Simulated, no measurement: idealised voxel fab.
Name of the process module below: voxel quadruple lines
The cross-section shown here is cut; it is 255 nm wide and divided into square cells measuring 5 nm on a side.
This document writes a cross-section as a grid whose cells are square, and gives it as bands, listed from the top down; one or more rows of cells form a band.
Band: top height; bottom height; in nm. Then, left to right: material with width in nm, for each material. "edge to edge": a single material spanning edge to edge. "blank": empty space.
The level at which height equals 0 is the one under which the wafer, as it arrives, is entirely one material. No lower edge exists for the bottom band, which continues downward and is notated as in "z 0 and below".
The width entry "30 to 40" should be interpreted row by row: the top row of cells in the band takes the first number, the bottom row takes the second number, and the change between adjacent rows is uniform throughout.
"stayed the same" (step): cross-section cells unchanged, all of them.
"Closed void roster" specifies each empty space that is not open to the top and that occupies no fewer than 8 cells, using the form width x height at distance, the distance measured from the left edge and all three quantities in nm.
Heads up: the bit after the settings on a step's line is the simulator's remark on that step.
Steps that use a mask can have "overlay nm" on their line. It says how far the mask sat to the right of where it was meant to be. Negative means to the left.

Below is the list of planned process steps
step 1: RECEIVE [material Si]
step 2: CONFORMAL_DEP [material Al2O3] [thk nm 5]
step 3: DIRECTIONAL_DEP [material W] [thk nm 15]
step 4: DIRECTIONAL_DEP [material polySi] [thk nm 20]
step 5: DIRECTIONAL_DEP [material aC] [thk nm 20]
step 6: PATTERN [tone cover] [mask id MANDREL] [material resist] [width nm 20] [pitch nm 60] [thk nm 25] [overlay nm 0]
step 7: DIRECTIONAL_ETCH [etch materials aC] [depth nm 20]
step 8: STRIP [etch materials resist]
step 9: CONFORMAL_DEP [material SiO2] [thk nm 10]
step 10: DIRECTIONAL_ETCH [etch materials SiO2] [depth nm 10]
step 11: STRIP [etch materials aC]
step 12: DIRECTIONAL_ETCH [etch materials polySi] [depth nm 20]
step 13: STRIP [etch materials SiO2]
step 14: CONFORMAL_DEP [material SiN] [thk nm 5]
step 15: DIRECTIONAL_ETCH [etch materials SiN] [depth nm 5]
step 16: STRIP [etch materials polySi]
step 17: DIRECTIONAL_ETCH [etch materials W] [depth nm 15]
step 18: STRIP [etch materials SiN]
step 19: FILL_DEP [material lowk] [thk nm 5]
step 20: CMP [height nm 20]

So, the first of our two wafers, run just as we planned it

Cross-section of the wafer as it came to us, i.e., already through step 1
- z 0 and below  Si edge to edge
- Closed void roster: none

How the wafer stands in section after step 2
- z 5 to 0  Al2O3 edge to edge
- Beneath the level 0, the cross-section is identical to its previous state.

How the wafer stands in section after step 3
- z 20 to 5  W edge to edge
- Beneath the level 5, the cross-section is identical to its previous state.

How the wafer stands in section after step 4
- z 40 to 20  polySi edge to edge
- Beneath the level 20, the cross-section is identical to its previous state.

How the wafer stands in section after step 5
- z 60 to 40  aC edge to edge
- Beneath the level 40, the cross-section is identical to its previous state.

How the wafer stands in section after step 6
- z 85 to 60  blank (85) | resist (20) | blank (40) | resist (20) | blank (90)
- Beneath the level 60, the cross-section is identical to its previous state.

How the wafer stands in section after step 7
- z 65 to 60  blank (85) | resist (20) | blank (40) | resist (20) | blank (90)
- z 60 to 40  blank (85) | aC (20) | blank (40) | aC (20) | blank (90)
- Beneath the level 40, the cross-section is identical to its previous state.

How the wafer stands in section after step 8
- z 60 to 40  blank (85) | aC (20) | blank (40) | aC (20) | blank (90)
- Beneath the level 40, the cross-section is identical to its previous state.

How the wafer stands in section after step 9
- z 70 to 60  blank (75) | SiO2 (40) | blank (20) | SiO2 (40) | blank (80)
- z 60 to 50  blank (75) | SiO2 (10) | aC (20) | SiO2 (10) | blank (20) | SiO2 (10) | aC (20) | SiO2 (10) | blank (80)
- z 50 to 40  SiO2 (85) | aC (20) | SiO2 (40) | aC (20) | SiO2 (90)
- Beneath the level 40, the cross-section is identical to its previous state.

How the wafer stands in section after step 10
- z 60 to 40  blank (75) | SiO2 (10) | aC (20) | SiO2 (10) | blank (20) | SiO2 (10) | aC (20) | SiO2 (10) | blank (80)
- Beneath the level 40, the cross-section is identical to its previous state.

How the wafer stands in section after step 11
- z 60 to 40  blank (75) | SiO2 (10) | blank (20) | SiO2 (10) | blank (20) | SiO2 (10) | blank (20) | SiO2 (10) | blank (80)
- Beneath the level 40, the cross-section is identical to its previous state.

How the wafer stands in section after step 12
- z 60 to 40  blank (75) | SiO2 (10) | blank (20) | SiO2 (10) | blank (20) | SiO2 (10) | blank (20) | SiO2 (10) | blank (80)
- z 40 to 20  blank (75) | polySi (10) | blank (20) | polySi (10) | blank (20) | polySi (10) | blank (20) | polySi (10) | blank (80)
- Beneath the level 20, the cross-section is identical to its previous state.

How the wafer stands in section after step 13
- z 40 to 20  blank (75) | polySi (10) | blank (20) | polySi (10) | blank (20) | polySi (10) | blank (20) | polySi (10) | blank (80)
- Beneath the level 20, the cross-section is identical to its previous state.

How the wafer stands in section after step 14
- z 45 to 40  blank (70) | SiN (20) | blank (10) | SiN (20) | blank (10) | SiN (20) | blank (10) | SiN (20) | blank (75)
- z 40 to 25  blank (70) | SiN (5) | polySi (10) | SiN (5) | blank (10) | SiN (5) | polySi (10) | SiN (5) | blank (10) | SiN (5) | polySi (10) | SiN (5) | blank (10) | SiN (5) | polySi (10) | SiN (5) | blank (75)
- z 25 to 20  SiN (75) | polySi (10) | SiN (20) | polySi (10) | SiN (20) | polySi (10) | SiN (20) | polySi (10) | SiN (80)
- Beneath the level 20, the cross-section is identical to its previous state.

How the wafer stands in section after step 15
- z 40 to 20  blank (70) | SiN (5) | polySi (10) | SiN (5) | blank (10) | SiN (5) | polySi (10) | SiN (5) | blank (10) | SiN (5) | polySi (10) | SiN (5) | blank (10) | SiN (5) | polySi (10) | SiN (5) | blank (75)
- Beneath the level 20, the cross-section is identical to its previous state.

How the wafer stands in section after step 16
- z 40 to 20  blank (70) | SiN (5) | blank (10) | SiN (5) | blank (10) | SiN (5) | blank (10) | SiN (5) | blank (10) | SiN (5) | blank (10) | SiN (5) | blank (10) | SiN (5) | blank (10) | SiN (5) | blank (75)
- Beneath the level 20, the cross-section is identical to its previous state.

How the wafer stands in section after step 17
- z 40 to 20  blank (70) | SiN (5) | blank (10) | SiN (5) | blank (10) | SiN (5) | blank (10) | SiN (5) | blank (10) | SiN (5) | blank (10) | SiN (5) | blank (10) | SiN (5) | blank (10) | SiN (5) | blank (75)
- z 20 to 5  blank (70) | W (5) | blank (10) | W (5) | blank (10) | W (5) | blank (10) | W (5) | blank (10) | W (5) | blank (10) | W (5) | blank (10) | W (5) | blank (10) | W (5) | blank (75)
- Beneath the level 5, the cross-section is identical to its previous state.

How the wafer stands in section after step 18
- z 20 to 5  blank (70) | W (5) | blank (10) | W (5) | blank (10) | W (5) | blank (10) | W (5) | blank (10) | W (5) | blank (10) | W (5) | blank (10) | W (5) | blank (10) | W (5) | blank (75)
- Beneath the level 5, the cross-section is identical to its previous state.

How the wafer stands in section after step 19
- z 25 to 20  lowk edge to edge
- z 20 to 5  lowk (70) | W (5) | lowk (10) | W (5) | lowk (10) | W (5) | lowk (10) | W (5) | lowk (10) | W (5) | lowk (10) | W (5) | lowk (10) | W (5) | lowk (10) | W (5) | lowk (75)
- Beneath the level 5, the cross-section is identical to its previous state.

How the wafer stands in section after step 20
- z 20 to 5  lowk (70) | W (5) | lowk (10) | W (5) | lowk (10) | W (5) | lowk (10) | W (5) | lowk (10) | W (5) | lowk (10) | W (5) | lowk (10) | W (5) | lowk (10) | W (5) | lowk (75)
- Beneath the level 5, the cross-section is identical to its previous state.

Second wafer, same starting conditions and recipe as the first, one mistake in executing it, nothing differs from the first up to and including step 6

What the second wafer looks like in cross-section when step 7 should have wrapped up
- z 45 to 40  blank (85) | aC (20) | blank (40) | aC (20) | blank (90)
- Beneath the level 40, the cross-section is identical to its previous state.

What the second wafer looks like in cross-section when step 8 should have wrapped up: stayed the same

What the second wafer looks like in cross-section when step 9 should have wrapped up
- z 55 to 50  blank (75) | SiO2 (40) | blank (20) | SiO2 (40) | blank (80)
- z 50 to 45  SiO2 edge to edge
- z 45 to 40  SiO2 (85) | aC (20) | SiO2 (40) | aC (20) | SiO2 (90)
- Beneath the level 40, the cross-section is identical to its previous state.

What the second wafer looks like in cross-section when step 10 should have wrapped up
- z 45 to 40  blank (75) | SiO2 (10) | aC (20) | SiO2 (10) | blank (20) | SiO2 (10) | aC (20) | SiO2 (10) | blank (80)
- Beneath the level 40, the cross-section is identical to its previous state.

What the second wafer looks like in cross-section when step 11 should have wrapped up
- z 45 to 40  blank (75) | SiO2 (10) | blank (20) | SiO2 (10) | blank (20) | SiO2 (10) | blank (20) | SiO2 (10) | blank (80)
- Beneath the level 40, the cross-section is identical to its previous state.

What the second wafer looks like in cross-section when step 12 should have wrapped up
- z 45 to 40  blank (75) | SiO2 (10) | blank (20) | SiO2 (10) | blank (20) | SiO2 (10) | blank (20) | SiO2 (10) | blank (80)
- z 40 to 20  blank (75) | polySi (10) | blank (20) | polySi (10) | blank (20) | polySi (10) | blank (20) | polySi (10) | blank (80)
- Beneath the level 20, the cross-section is identical to its previous state.

What the second wafer looks like in cross-section when step 13 should have wrapped up
- z 40 to 20  blank (75) | polySi (10) | blank (20) | polySi (10) | blank (20) | polySi (10) | blank (20) | polySi (10) | blank (80)
- Beneath the level 20, the cross-section is identical to its previous state.

What the second wafer looks like in cross-section when step 14 should have wrapped up
- z 45 to 40  blank (70) | SiN (20) | blank (10) | SiN (20) | blank (10) | SiN (20) | blank (10) | SiN (20) | blank (75)
- z 40 to 25  blank (70) | SiN (5) | polySi (10) | SiN (5) | blank (10) | SiN (5) | polySi (10) | SiN (5) | blank (10) | SiN (5) | polySi (10) | SiN (5) | blank (10) | SiN (5) | polySi (10) | SiN (5) | blank (75)
- z 25 to 20  SiN (75) | polySi (10) | SiN (20) | polySi (10) | SiN (20) | polySi (10) | SiN (20) | polySi (10) | SiN (80)
- Beneath the level 20, the cross-section is identical to its previous state.

What the second wafer looks like in cross-section when step 15 should have wrapped up
- z 40 to 20  blank (70) | SiN (5) | polySi (10) | SiN (5) | blank (10) | SiN (5) | polySi (10) | SiN (5) | blank (10) | SiN (5) | polySi (10) | SiN (5) | blank (10) | SiN (5) | polySi (10) | SiN (5) | blank (75)
- Beneath the level 20, the cross-section is identical to its previous state.

What the second wafer looks like in cross-section when step 16 should have wrapped up
- z 40 to 20  blank (70) | SiN (5) | blank (10) | SiN (5) | blank (10) | SiN (5) | blank (10) | SiN (5) | blank (10) | SiN (5) | blank (10) | SiN (5) | blank (10) | SiN (5) | blank (10) | SiN (5) | blank (75)
- Beneath the level 20, the cross-section is identical to its previous state.

What the second wafer looks like in cross-section when step 17 should have wrapped up
- z 40 to 20  blank (70) | SiN (5) | blank (10) | SiN (5) | blank (10) | SiN (5) | blank (10) | SiN (5) | blank (10) | SiN (5) | blank (10) | SiN (5) | blank (10) | SiN (5) | blank (10) | SiN (5) | blank (75)
- z 20 to 5  blank (70) | W (5) | blank (10) | W (5) | blank (10) | W (5) | blank (10) | W (5) | blank (10) | W (5) | blank (10) | W (5) | blank (10) | W (5) | blank (10) | W (5) | blank (75)
- Beneath the level 5, the cross-section is identical to its previous state.

What the second wafer looks like in cross-section when step 18 should have wrapped up
- z 20 to 5  blank (70) | W (5) | blank (10) | W (5) | blank (10) | W (5) | blank (10) | W (5) | blank (10) | W (5) | blank (10) | W (5) | blank (10) | W (5) | blank (10) | W (5) | blank (75)
- Beneath the level 5, the cross-section is identical to its previous state.

What the second wafer looks like in cross-section when step 19 should have wrapped up
- z 25 to 20  lowk edge to edge
- z 20 to 5  lowk (70) | W (5) | lowk (10) | W (5) | lowk (10) | W (5) | lowk (10) | W (5) | lowk (10) | W (5) | lowk (10) | W (5) | lowk (10) | W (5) | lowk (10) | W (5) | lowk (75)
- Beneath the level 5, the cross-section is identical to its previous state.

What the second wafer looks like in cross-section when step 20 should have wrapped up
- z 20 to 5  lowk (70) | W (5) | lowk (10) | W (5) | lowk (10) | W (5) | lowk (10) | W (5) | lowk (10) | W (5) | lowk (10) | W (5) | lowk (10) | W (5) | lowk (10) | W (5) | lowk (75)
- Beneath the level 5, the cross-section is identical to its previous state.
What broke from the plan during processing? step 7 was run twice
at the end the two cross-sections are the same: no effect in what this model computes
